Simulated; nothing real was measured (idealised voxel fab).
Documented hereafter: the process module known as voxel wiring stack.
Displayed cross-section: cut, width of 165 nm, square cells sized 5 nm.
Square cells in a grid make up a cross-section in this document, and the grid is given as bands, listed from the top down, each one or more rows of cells. Heads up on the band format: heights come first, top then bottom, in nm. After that it's the materials left to right, each with its width in nm. A single material flagged "everywhere" fills the whole band edge to edge, and "empty" means there's empty space there. It should be noted that heights are counted from 0, beneath which the wafer as supplied is of one material throughout, and that the lowest band possesses no lower boundary but continues downward, as written in "0 and below". It should be noted that a width expressed as "30..40" varies in equal increments from row to row of cells within the band, taking the value of the first number at the top row and that of the second number at the bottom row. No cell of the cross-section changed in a step that is given as "identical to before". "Sealed void list": sealed empty spaces, 8 cells or more, no open way to top, listed width x height at distance, with distance from the left edge and width, height and distance in nm. after a step's settings: what the simulator itself notes on the step. overlay nm: mask offset rightward from planned place, masked step; negative means leftward offset.

[Steps in the process plan]
- 1: RECEIVE (material Si)
- 2: CONFORMAL_DEP (material SiO2; thk nm 15)
- 3: CONFORMAL_DEP (material SiCN; thk nm 5)
- 4: DIRECTIONAL_DEP (material SiO2; thk nm 20)
- 5: PATTERN (tone open; mask id METAL_1; material resist; width nm 25; pitch nm 50; thk nm 20; overlay nm 0)
- 6: DIRECTIONAL_ETCH (etch materials SiO2; depth nm 20)
- 7: DIRECTIONAL_ETCH (etch materials SiCN; depth nm 5)
- 8: STRIP (etch materials resist)
- 9: CONFORMAL_DEP (material TiN; thk nm 5)
- 10: FILL_DEP (material Cu; thk nm 10)
- 11: CMP (height nm 40)
- 12: EPI (material Ru; thk nm 5)
- 13: FILL_DEP (material SiCN; thk nm 5)
- 14: DIRECTIONAL_DEP (material SiO2; thk nm 15)
- 15: DIRECTIONAL_DEP (material aC; thk nm 10)
- 16: PATTERN (tone open; mask id PLUG_1; material resist; width nm 15; thk nm 25; overlay nm 0)
- 17: DIRECTIONAL_ETCH (etch materials aC; depth nm 10)
- 18: STRIP (etch materials resist)
- 19: DIRECTIONAL_ETCH (etch materials SiO2; depth nm 15)
- 20: DIRECTIONAL_ETCH (etch materials SiCN; depth nm 5)
- 21: STRIP (etch materials aC)
- 22: CONFORMAL_DEP (material TiN; thk nm 5)
- 23: FILL_DEP (material Cu; thk nm 5)
- 24: CMP (height nm 65)
- 25: DIRECTIONAL_DEP (material TiN; thk nm 5)
- 26: DIRECTIONAL_DEP (material W; thk nm 15)
- 27: MASKED_ETCH (tone cover; mask id METAL_2; width nm 25; pitch nm 50; etch materials W; depth nm 15; overlay nm 0)
- 28: MASKED_ETCH (tone cover; mask id METAL_2; width nm 25; pitch nm 50; etch materials TiN; depth nm 5; overlay nm 0)
- 29: FILL_DEP (material lowk; thk nm 10)
- 30: CMP (height nm 85)
- 31: CONFORMAL_DEP (material SiCN; thk nm 5)
- 32: DIRECTIONAL_DEP (material lowk; thk nm 25)
- 33: DIRECTIONAL_DEP (material aC; thk nm 10)
- 34: PATTERN (tone open; mask id METAL_3_HOLES; material resist; width nm 15; thk nm 30; overlay nm 0)
- 35: DIRECTIONAL_ETCH (etch materials aC; depth nm 10)
- 36: STRIP (etch materials resist)
- 37: DIRECTIONAL_ETCH (etch materials lowk; depth nm 25)
- 38: STRIP (etch materials aC)
- 39: MASKED_ETCH (tone open; mask id METAL_3; width nm 25; pitch nm 50; etch materials lowk; depth nm 15; overlay nm 0)
- 40: MASKED_ETCH (tone open; mask id METAL_3; width nm 25; pitch nm 50; etch materials SiCN; depth nm 5; overlay nm 0)
- 41: CONFORMAL_DEP (material TiN; thk nm 5)
- 42: FILL_DEP (material Ru; thk nm 5)
- 43: CMP (height nm 115)
- 44: CONFORMAL_DEP (material SiCN; thk nm 5)
- 45: DIRECTIONAL_DEP (material SiO2; thk nm 30)
- 46: DIRECTIONAL_DEP (material aC; thk nm 15)
- 47: PATTERN (tone open; mask id METAL_4_HOLES; material resist; width nm 15; pitch nm 50; thk nm 30; overlay nm 0)
- 48: DIRECTIONAL_ETCH (etch materials aC; depth nm 15)
- 49: STRIP (etch materials resist)
- 50: DIRECTIONAL_ETCH (etch materials SiO2; depth nm 30)
- 51: STRIP (etch materials aC)
- 52: DIRECTIONAL_DEP (material aC; thk nm 15)
- 53: PATTERN (tone open; mask id METAL_4; material resist; width nm 25; pitch nm 50; thk nm 30; overlay nm 0)
- 54: DIRECTIONAL_ETCH (etch materials aC; depth nm 15)
- 55: STRIP (etch materials resist)
- 56: DIRECTIONAL_ETCH (etch materials SiO2; depth nm 15)
- 57: DIRECTIONAL_ETCH (etch materials SiCN; depth nm 5)
- 58: STRIP (etch materials aC)
- 59: CONFORMAL_DEP (material TiN; thk nm 5)
- 60: FILL_DEP (material Cu; thk nm 5)
- 61: CMP (height nm 150)
- 62: CONFORMAL_DEP (material SiN; thk nm 5)

[First wafer of two (run as planned)]

[Delivered wafer in cross-section: state after step 1]
    0 and below: Si everywhere
    Sealed void list: none

[Upon completion of step 2, the wafer appears in cross-section as shown]
    15 down to 0: SiO2 everywhere
    No changes below 0.

[Upon completion of step 3, the wafer appears in cross-section as shown]
    20 down to 15: SiCN everywhere
    No changes below 15.

[Upon completion of step 4, the wafer appears in cross-section as shown]
    40 down to 20: SiO2 everywhere
    No changes below 20.

[Upon completion of step 5, the wafer appears in cross-section as shown]
    60 down to 40: 45 of resist | 25 of empty | 25 of resist | 25 of empty | 45 of resist
    No changes below 40.

[Upon completion of step 6, the wafer appears in cross-section as shown]
    60 down to 40: 45 of resist | 25 of empty | 25 of resist | 25 of empty | 45 of resist
    40 down to 20: 45 of SiO2 | 25 of empty | 25 of SiO2 | 25 of empty | 45 of SiO2
    No changes below 20.

[Upon completion of step 7, the wafer appears in cross-section as shown]
    60 down to 40: 45 of resist | 25 of empty | 25 of resist | 25 of empty | 45 of resist
    40 down to 20: 45 of SiO2 | 25 of empty | 25 of SiO2 | 25 of empty | 45 of SiO2
    20 down to 15: 45 of SiCN | 25 of empty | 25 of SiCN | 25 of empty | 45 of SiCN
    No changes below 15.

[Upon completion of step 8, the wafer appears in cross-section as shown]
    40 down to 20: 45 of SiO2 | 25 of empty | 25 of SiO2 | 25 of empty | 45 of SiO2
    No changes below 20.

[Upon completion of step 9, the wafer appears in cross-section as shown]
    45 down to 40: 50 of TiN | 15 of empty | 35 of TiN | 15 of empty | 50 of TiN
    40 down to 20: 45 of SiO2 | 5 of TiN | 15 of empty | 5 of TiN | 25 of SiO2 | 5 of TiN | 15 of empty | 5 of TiN | 45 of SiO2
    20 down to 15: 45 of SiCN | 25 of TiN | 25 of SiCN | 25 of TiN | 45 of SiCN
    No changes below 15.

[Upon completion of step 10, the wafer appears in cross-section as shown]
    55 down to 45: Cu everywhere
    45 down to 40: 50 of TiN | 15 of Cu | 35 of TiN | 15 of Cu | 50 of TiN
    40 down to 20: 45 of SiO2 | 5 of TiN | 15 of Cu | 5 of TiN | 25 of SiO2 | 5 of TiN | 15 of Cu | 5 of TiN | 45 of SiO2
    No changes below 20.

[Upon completion of step 11, the wafer appears in cross-section as shown]
    40 down to 20: 45 of SiO2 | 5 of TiN | 15 of Cu | 5 of TiN | 25 of SiO2 | 5 of TiN | 15 of Cu | 5 of TiN | 45 of SiO2
    No changes below 20.

[Upon completion of step 12, the wafer appears in cross-section as shown]
    45 down to 40: 40 of empty | 35 of Ru | 15 of empty | 35 of Ru | 40 of empty
    No changes below 40.

[Upon completion of step 13, the wafer appears in cross-section as shown]
    50 down to 45: SiCN everywhere
    45 down to 40: 40 of SiCN | 35 of Ru | 15 of SiCN | 35 of Ru | 40 of SiCN
    No changes below 40.

[Upon completion of step 14, the wafer appears in cross-section as shown]
    65 down to 50: SiO2 everywhere
    No changes below 50.

[Upon completion of step 15, the wafer appears in cross-section as shown]
    75 down to 65: aC everywhere
    No changes below 65.

[Upon completion of step 16, the wafer appears in cross-section as shown]
    100 down to 75: 45 of resist | 15 of empty | 105 of resist
    No changes below 75.

[Upon completion of step 17, the wafer appears in cross-section as shown]
    90 down to 75: 45 of resist | 15 of empty | 105 of resist
    75 down to 65: 45 of aC | 15 of empty | 105 of aC
    No changes below 65.

[Upon completion of step 18, the wafer appears in cross-section as shown]
    75 down to 65: 45 of aC | 15 of empty | 105 of aC
    No changes below 65.

[Upon completion of step 19, the wafer appears in cross-section as shown]
    75 down to 65: 45 of aC | 15 of empty | 105 of aC
    65 down to 50: 45 of SiO2 | 15 of empty | 105 of SiO2
    No changes below 50.

[Upon completion of step 20, the wafer appears in cross-section as shown]
    75 down to 65: 45 of aC | 15 of empty | 105 of aC
    65 down to 50: 45 of SiO2 | 15 of empty | 105 of SiO2
    50 down to 45: 45 of SiCN | 15 of empty | 105 of SiCN
    No changes below 45.

[Upon completion of step 21, the wafer appears in cross-section as shown]
    65 down to 50: 45 of SiO2 | 15 of empty | 105 of SiO2
    No changes below 50.

[Upon completion of step 22, the wafer appears in cross-section as shown]
    70 down to 65: 50 of TiN | 5 of empty | 110 of TiN
    65 down to 50: 45 of SiO2 | 5 of TiN | 5 of empty | 5 of TiN | 105 of SiO2
    50 down to 45: 45 of SiCN | 15 of TiN | 105 of SiCN
    No changes below 45.

[Upon completion of step 23, the wafer appears in cross-section as shown]
    75 down to 70: Cu everywhere
    70 down to 65: 50 of TiN | 5 of Cu | 110 of TiN
    65 down to 50: 45 of SiO2 | 5 of TiN | 5 of Cu | 5 of TiN | 105 of SiO2
    No changes below 50.

[Upon completion of step 24, the wafer appears in cross-section as shown]
    65 down to 50: 45 of SiO2 | 5 of TiN | 5 of Cu | 5 of TiN | 105 of SiO2
    No changes below 50.

[Upon completion of step 25, the wafer appears in cross-section as shown]
    70 down to 65: TiN everywhere
    No changes below 65.

[Upon completion of step 26, the wafer appears in cross-section as shown]
    85 down to 70: W everywhere
    No changes below 70.

[Upon completion of step 27, the wafer appears in cross-section as shown]
    85 down to 70: 45 of empty | 25 of W | 25 of empty | 25 of W | 45 of empty
    No changes below 70.

[Upon completion of step 28, the wafer appears in cross-section as shown]
    85 down to 70: 45 of empty | 25 of W | 25 of empty | 25 of W | 45 of empty
    70 down to 65: 45 of empty | 25 of TiN | 25 of empty | 25 of TiN | 45 of empty
    No changes below 65.

[Upon completion of step 29, the wafer appears in cross-section as shown]
    95 down to 85: lowk everywhere
    85 down to 70: 45 of lowk | 25 of W | 25 of lowk | 25 of W | 45 of lowk
    70 down to 65: 45 of lowk | 25 of TiN | 25 of lowk | 25 of TiN | 45 of lowk
    No changes below 65.

[Upon completion of step 30, the wafer appears in cross-section as shown]
    85 down to 70: 45 of lowk | 25 of W | 25 of lowk | 25 of W | 45 of lowk
    No changes below 70.

[Upon completion of step 31, the wafer appears in cross-section as shown]
    90 down to 85: SiCN everywhere
    No changes below 85.

[Upon completion of step 32, the wafer appears in cross-section as shown]
    115 down to 90: lowk everywhere
    No changes below 90.

[Upon completion of step 33, the wafer appears in cross-section as shown]
    125 down to 115: aC everywhere
    No changes below 115.

[Upon completion of step 34, the wafer appears in cross-section as shown]
    155 down to 125: 45 of resist | 15 of empty | 105 of resist
    No changes below 125.

[Upon completion of step 35, the wafer appears in cross-section as shown]
    145 down to 125: 45 of resist | 15 of empty | 105 of resist
    125 down to 115: 45 of aC | 15 of empty | 105 of aC
    No changes below 115.

[Upon completion of step 36, the wafer appears in cross-section as shown]
    125 down to 115: 45 of aC | 15 of empty | 105 of aC
    No changes below 115.

[Upon completion of step 37, the wafer appears in cross-section as shown]
    125 down to 115: 45 of aC | 15 of empty | 105 of aC
    115 down to 90: 45 of lowk | 15 of empty | 105 of lowk
    No changes below 90.

[Upon completion of step 38, the wafer appears in cross-section as shown]
    115 down to 90: 45 of lowk | 15 of empty | 105 of lowk
    No changes below 90.

[Upon completion of step 39, the wafer appears in cross-section as shown]
    115 down to 100: 45 of lowk | 25 of empty | 25 of lowk | 25 of empty | 45 of lowk
    No changes below 100.

[Upon completion of step 40, the wafer appears in cross-section as shown]
    115 down to 100: 45 of lowk | 25 of empty | 25 of lowk | 25 of empty | 45 of lowk
    100 down to 90: 45 of lowk | 15 of empty | 105 of lowk
    90 down to 85: 45 of SiCN | 15 of empty | 105 of SiCN
    No changes below 85.

[Upon completion of step 41, the wafer appears in cross-section as shown]
    120 down to 115: 50 of TiN | 15 of empty | 35 of TiN | 15 of empty | 50 of TiN
    115 down to 105: 45 of lowk | 5 of TiN | 15 of empty | 5 of TiN | 25 of lowk | 5 of TiN | 15 of empty | 5 of TiN | 45 of lowk
    105 down to 100: 45 of lowk | 5 of TiN | 5 of empty | 15 of TiN | 25 of lowk | 25 of TiN | 45 of lowk
    100 down to 90: 45 of lowk | 5 of TiN | 5 of empty | 5 of TiN | 105 of lowk
    90 down to 85: 45 of SiCN | 15 of TiN | 105 of SiCN
    No changes below 85.

[Upon completion of step 42, the wafer appears in cross-section as shown]
    125 down to 120: Ru everywhere
    120 down to 115: 50 of TiN | 15 of Ru | 35 of TiN | 15 of Ru | 50 of TiN
    115 down to 105: 45 of lowk | 5 of TiN | 15 of Ru | 5 of TiN | 25 of lowk | 5 of TiN | 15 of Ru | 5 of TiN | 45 of lowk
    105 down to 100: 45 of lowk | 5 of TiN | 5 of Ru | 15 of TiN | 25 of lowk | 25 of TiN | 45 of lowk
    100 down to 90: 45 of lowk | 5 of TiN | 5 of Ru | 5 of TiN | 105 of lowk
    No changes below 90.

[Upon completion of step 43, the wafer appears in cross-section as shown]
    115 down to 105: 45 of lowk | 5 of TiN | 15 of Ru | 5 of TiN | 25 of lowk | 5 of TiN | 15 of Ru | 5 of TiN | 45 of lowk
    No changes below 105.

[Upon completion of step 44, the wafer appears in cross-section as shown]
    120 down to 115: SiCN everywhere
    No changes below 115.

[Upon completion of step 45, the wafer appears in cross-section as shown]
    150 down to 120: SiO2 everywhere
    No changes below 120.

[Upon completion of step 46, the wafer appears in cross-section as shown]
    165 down to 150: aC everywhere
    No changes below 150.

[Upon completion of step 47, the wafer appears in cross-section as shown]
    195 down to 165: 45 of resist | 15 of empty | 35 of resist | 15 of empty | 55 of resist
    No changes below 165.

[Upon completion of step 48, the wafer appears in cross-section as shown]
    180 down to 165: 45 of resist | 15 of empty | 35 of resist | 15 of empty | 55 of resist
    165 down to 150: 45 of aC | 15 of empty | 35 of aC | 15 of empty | 55 of aC
    No changes below 150.

[Upon completion of step 49, the wafer appears in cross-section as shown]
    165 down to 150: 45 of aC | 15 of empty | 35 of aC | 15 of empty | 55 of aC
    No changes below 150.

[Upon completion of step 50, the wafer appears in cross-section as shown]
    165 down to 150: 45 of aC | 15 of empty | 35 of aC | 15 of empty | 55 of aC
    150 down to 120: 45 of SiO2 | 15 of empty | 35 of SiO2 | 15 of empty | 55 of SiO2
    No changes below 120.

[Upon completion of step 51, the wafer appears in cross-section as shown]
    150 down to 120: 45 of SiO2 | 15 of empty | 35 of SiO2 | 15 of empty | 55 of SiO2
    No changes below 120.

[Upon completion of step 52, the wafer appears in cross-section as shown]
    165 down to 150: 45 of aC | 15 of empty | 35 of aC | 15 of empty | 55 of aC
    150 down to 135: 45 of SiO2 | 15 of empty | 35 of SiO2 | 15 of empty | 55 of SiO2
    135 down to 120: 45 of SiO2 | 15 of aC | 35 of SiO2 | 15 of aC | 55 of SiO2
    No changes below 120.

[Upon completion of step 53, the wafer appears in cross-section as shown]
    195 down to 165: 45 of resist | 25 of empty | 25 of resist | 25 of empty | 45 of resist
    No changes below 165.

[Upon completion of step 54, the wafer appears in cross-section as shown]
    180 down to 165: 45 of resist | 25 of empty | 25 of resist | 25 of empty | 45 of resist
    165 down to 150: 45 of aC | 25 of empty | 25 of aC | 25 of empty | 45 of aC
    150 down to 120: 45 of SiO2 | 15 of empty | 35 of SiO2 | 15 of empty | 55 of SiO2
    No changes below 120.

[Upon completion of step 55, the wafer appears in cross-section as shown]
    165 down to 150: 45 of aC | 25 of empty | 25 of aC | 25 of empty | 45 of aC
    No changes below 150.

[Upon completion of step 56, the wafer appears in cross-section as shown]
    165 down to 150: 45 of aC | 25 of empty | 25 of aC | 25 of empty | 45 of aC
    150 down to 135: 45 of SiO2 | 25 of empty | 25 of SiO2 | 25 of empty | 45 of SiO2
    No changes below 135.

[Upon completion of step 57, the wafer appears in cross-section as shown]
    165 down to 150: 45 of aC | 25 of empty | 25 of aC | 25 of empty | 45 of aC
    150 down to 135: 45 of SiO2 | 25 of empty | 25 of SiO2 | 25 of empty | 45 of SiO2
    135 down to 120: 45 of SiO2 | 15 of empty | 35 of SiO2 | 15 of empty | 55 of SiO2
    120 down to 115: 45 of SiCN | 15 of empty | 35 of SiCN | 15 of empty | 55 of SiCN
    No changes below 115.

[Upon completion of step 58, the wafer appears in cross-section as shown]
    150 down to 135: 45 of SiO2 | 25 of empty | 25 of SiO2 | 25 of empty | 45 of SiO2
    No changes below 135.

[Upon completion of step 59, the wafer appears in cross-section as shown]
    155 down to 150: 50 of TiN | 15 of empty | 35 of TiN | 15 of empty | 50 of TiN
    150 down to 140: 45 of SiO2 | 5 of TiN | 15 of empty | 5 of TiN | 25 of SiO2 | 5 of TiN | 15 of empty | 5 of TiN | 45 of SiO2
    140 down to 135: 45 of SiO2 | 5 of TiN | 5 of empty | 15 of TiN | 25 of SiO2 | 5 of TiN | 5 of empty | 15 of TiN | 45 of SiO2
    135 down to 120: 45 of SiO2 | 5 of TiN | 5 of empty | 5 of TiN | 35 of SiO2 | 5 of TiN | 5 of empty | 5 of TiN | 55 of SiO2
    120 down to 115: 45 of SiCN | 15 of TiN | 35 of SiCN | 15 of TiN | 55 of SiCN
    No changes below 115.

[Upon completion of step 60, the wafer appears in cross-section as shown]
    160 down to 155: Cu everywhere
    155 down to 150: 50 of TiN | 15 of Cu | 35 of TiN | 15 of Cu | 50 of TiN
    150 down to 140: 45 of SiO2 | 5 of TiN | 15 of Cu | 5 of TiN | 25 of SiO2 | 5 of TiN | 15 of Cu | 5 of TiN | 45 of SiO2
    140 down to 135: 45 of SiO2 | 5 of TiN | 5 of Cu | 15 of TiN | 25 of SiO2 | 5 of TiN | 5 of Cu | 15 of TiN | 45 of SiO2
    135 down to 120: 45 of SiO2 | 5 of TiN | 5 of Cu | 5 of TiN | 35 of SiO2 | 5 of TiN | 5 of Cu | 5 of TiN | 55 of SiO2
    No changes below 120.

[Upon completion of step 61, the wafer appears in cross-section as shown]
    150 down to 140: 45 of SiO2 | 5 of TiN | 15 of Cu | 5 of TiN | 25 of SiO2 | 5 of TiN | 15 of Cu | 5 of TiN | 45 of SiO2
    No changes below 140.

[Upon completion of step 62, the wafer appears in cross-section as shown]
    155 down to 150: SiN everywhere
    No changes below 150.

[Second wafer, same starting state and plan as the first, one mistake in the run, identical through step 31]

[Cross-section of the second wafer when, according to plan, step 32 should have finished]
    140 down to 90: lowk everywhere
    No changes below 90.

[Cross-section of the second wafer when, according to plan, step 33 should have finished]
    150 down to 140: aC everywhere
    No changes below 140.

[Cross-section of the second wafer when, according to plan, step 34 should have finished]
    180 down to 150: 45 of resist | 15 of empty | 105 of resist
    No changes below 150.

[Cross-section of the second wafer when, according to plan, step 35 should have finished]
    170 down to 150: 45 of resist | 15 of empty | 105 of resist
    150 down to 140: 45 of aC | 15 of empty | 105 of aC
    No changes below 140.

[Cross-section of the second wafer when, according to plan, step 36 should have finished]
    150 down to 140: 45 of aC | 15 of empty | 105 of aC
    No changes below 140.

[Cross-section of the second wafer when, according to plan, step 37 should have finished]
    150 down to 140: 45 of aC | 15 of empty | 105 of aC
    140 down to 115: 45 of lowk | 15 of empty | 105 of lowk
    No changes below 115.

[Cross-section of the second wafer when, according to plan, step 38 should have finished]
    140 down to 115: 45 of lowk | 15 of empty | 105 of lowk
    No changes below 115.

[Cross-section of the second wafer when, according to plan, step 39 should have finished]
    140 down to 125: 45 of lowk | 25 of empty | 25 of lowk | 25 of empty | 45 of lowk
    125 down to 100: 45 of lowk | 15 of empty | 105 of lowk
    No changes below 100.

Cross-section of the second wafer when, according to plan, step 40 should have finished: identical to before

[Cross-section of the second wafer when, according to plan, step 41 should have finished]
    145 down to 140: 50 of TiN | 15 of empty | 35 of TiN | 15 of empty | 50 of TiN
    140 down to 130: 45 of lowk | 5 of TiN | 15 of empty | 5 of TiN | 25 of lowk | 5 of TiN | 15 of empty | 5 of TiN | 45 of lowk
    130 down to 125: 45 of lowk | 5 of TiN | 5 of empty | 15 of TiN | 25 of lowk | 25 of TiN | 45 of lowk
    125 down to 105: 45 of lowk | 5 of TiN | 5 of empty | 5 of TiN | 105 of lowk
    105 down to 100: 45 of lowk | 15 of TiN | 105 of lowk
    No changes below 100.

[Cross-section of the second wafer when, according to plan, step 42 should have finished]
    150 down to 145: Ru everywhere
    145 down to 140: 50 of TiN | 15 of Ru | 35 of TiN | 15 of Ru | 50 of TiN
    140 down to 130: 45 of lowk | 5 of TiN | 15 of Ru | 5 of TiN | 25 of lowk | 5 of TiN | 15 of Ru | 5 of TiN | 45 of lowk
    130 down to 125: 45 of lowk | 5 of TiN | 5 of Ru | 15 of TiN | 25 of lowk | 25 of TiN | 45 of lowk
    125 down to 105: 45 of lowk | 5 of TiN | 5 of Ru | 5 of TiN | 105 of lowk
    No changes below 105.

[Cross-section of the second wafer when, according to plan, step 43 should have finished]
    115 down to 105: 45 of lowk | 5 of TiN | 5 of Ru | 5 of TiN | 105 of lowk
    No changes below 105.

[Cross-section of the second wafer when, according to plan, step 44 should have finished]
    120 down to 115: SiCN everywhere
    No changes below 115.

[Cross-section of the second wafer when, according to plan, step 45 should have finished]
    150 down to 120: SiO2 everywhere
    No changes below 120.

[Cross-section of the second wafer when, according to plan, step 46 should have finished]
    165 down to 150: aC everywhere
    No changes below 150.

[Cross-section of the second wafer when, according to plan, step 47 should have finished]
    195 down to 165: 45 of resist | 15 of empty | 35 of resist | 15 of empty | 55 of resist
    No changes below 165.

[Cross-section of the second wafer when, according to plan, step 48 should have finished]
    180 down to 165: 45 of resist | 15 of empty | 35 of resist | 15 of empty | 55 of resist
    165 down to 150: 45 of aC | 15 of empty | 35 of aC | 15 of empty | 55 of aC
    No changes below 150.

[Cross-section of the second wafer when, according to plan, step 49 should have finished]
    165 down to 150: 45 of aC | 15 of empty | 35 of aC | 15 of empty | 55 of aC
    No changes below 150.

[Cross-section of the second wafer when, according to plan, step 50 should have finished]
    165 down to 150: 45 of aC | 15 of empty | 35 of aC | 15 of empty | 55 of aC
    150 down to 120: 45 of SiO2 | 15 of empty | 35 of SiO2 | 15 of empty | 55 of SiO2
    No changes below 120.

[Cross-section of the second wafer when, according to plan, step 51 should have finished]
    150 down to 120: 45 of SiO2 | 15 of empty | 35 of SiO2 | 15 of empty | 55 of SiO2
    No changes below 120.

[Cross-section of the second wafer when, according to plan, step 52 should have finished]
    165 down to 150: 45 of aC | 15 of empty | 35 of aC | 15 of empty | 55 of aC
    150 down to 135: 45 of SiO2 | 15 of empty | 35 of SiO2 | 15 of empty | 55 of SiO2
    135 down to 120: 45 of SiO2 | 15 of aC | 35 of SiO2 | 15 of aC | 55 of SiO2
    No changes below 120.

[Cross-section of the second wafer when, according to plan, step 53 should have finished]
    195 down to 165: 45 of resist | 25 of empty | 25 of resist | 25 of empty | 45 of resist
    No changes below 165.

[Cross-section of the second wafer when, according to plan, step 54 should have finished]
    180 down to 165: 45 of resist | 25 of empty | 25 of resist | 25 of empty | 45 of resist
    165 down to 150: 45 of aC | 25 of empty | 25 of aC | 25 of empty | 45 of aC
    150 down to 120: 45 of SiO2 | 15 of empty | 35 of SiO2 | 15 of empty | 55 of SiO2
    No changes below 120.

[Cross-section of the second wafer when, according to plan, step 55 should have finished]
    165 down to 150: 45 of aC | 25 of empty | 25 of aC | 25 of empty | 45 of aC
    No changes below 150.

[Cross-section of the second wafer when, according to plan, step 56 should have finished]
    165 down to 150: 45 of aC | 25 of empty | 25 of aC | 25 of empty | 45 of aC
    150 down to 135: 45 of SiO2 | 25 of empty | 25 of SiO2 | 25 of empty | 45 of SiO2
    No changes below 135.

[Cross-section of the second wafer when, according to plan, step 57 should have finished]
    165 down to 150: 45 of aC | 25 of empty | 25 of aC | 25 of empty | 45 of aC
    150 down to 135: 45 of SiO2 | 25 of empty | 25 of SiO2 | 25 of empty | 45 of SiO2
    135 down to 120: 45 of SiO2 | 15 of empty | 35 of SiO2 | 15 of empty | 55 of SiO2
    120 down to 115: 45 of SiCN | 15 of empty | 35 of SiCN | 15 of empty | 55 of SiCN
    No changes below 115.

[Cross-section of the second wafer when, according to plan, step 58 should have finished]
    150 down to 135: 45 of SiO2 | 25 of empty | 25 of SiO2 | 25 of empty | 45 of SiO2
    No changes below 135.

[Cross-section of the second wafer when, according to plan, step 59 should have finished]
    155 down to 150: 50 of TiN | 15 of empty | 35 of TiN | 15 of empty | 50 of TiN
    150 down to 140: 45 of SiO2 | 5 of TiN | 15 of empty | 5 of TiN | 25 of SiO2 | 5 of TiN | 15 of empty | 5 of TiN | 45 of SiO2
    140 down to 135: 45 of SiO2 | 5 of TiN | 5 of empty | 15 of TiN | 25 of SiO2 | 5 of TiN | 5 of empty | 15 of TiN | 45 of SiO2
    135 down to 120: 45 of SiO2 | 5 of TiN | 5 of empty | 5 of TiN | 35 of SiO2 | 5 of TiN | 5 of empty | 5 of TiN | 55 of SiO2
    120 down to 115: 45 of SiCN | 15 of TiN | 35 of SiCN | 15 of TiN | 55 of SiCN
    No changes below 115.

[Cross-section of the second wafer when, according to plan, step 60 should have finished]
    160 down to 155: Cu everywhere
    155 down to 150: 50 of TiN | 15 of Cu | 35 of TiN | 15 of Cu | 50 of TiN
    150 down to 140: 45 of SiO2 | 5 of TiN | 15 of Cu | 5 of TiN | 25 of SiO2 | 5 of TiN | 15 of Cu | 5 of TiN | 45 of SiO2
    140 down to 135: 45 of SiO2 | 5 of TiN | 5 of Cu | 15 of TiN | 25 of SiO2 | 5 of TiN | 5 of Cu | 15 of TiN | 45 of SiO2
    135 down to 120: 45 of SiO2 | 5 of TiN | 5 of Cu | 5 of TiN | 35 of SiO2 | 5 of TiN | 5 of Cu | 5 of TiN | 55 of SiO2
    No changes below 120.

[Cross-section of the second wafer when, according to plan, step 61 should have finished]
    150 down to 140: 45 of SiO2 | 5 of TiN | 15 of Cu | 5 of TiN | 25 of SiO2 | 5 of TiN | 15 of Cu | 5 of TiN | 45 of SiO2
    No changes below 140.

[Cross-section of the second wafer when, according to plan, step 62 should have finished]
    155 down to 150: SiN everywhere
    No changes below 150.
What went wrong in running the wafer? step 32, plan: ran twice
Count the cells at the end and the second wafer has more or fewer of some materials than the first: 13 fewer of Ru; 3 more of SiCN; 17 fewer of TiN; 27 more of lowk
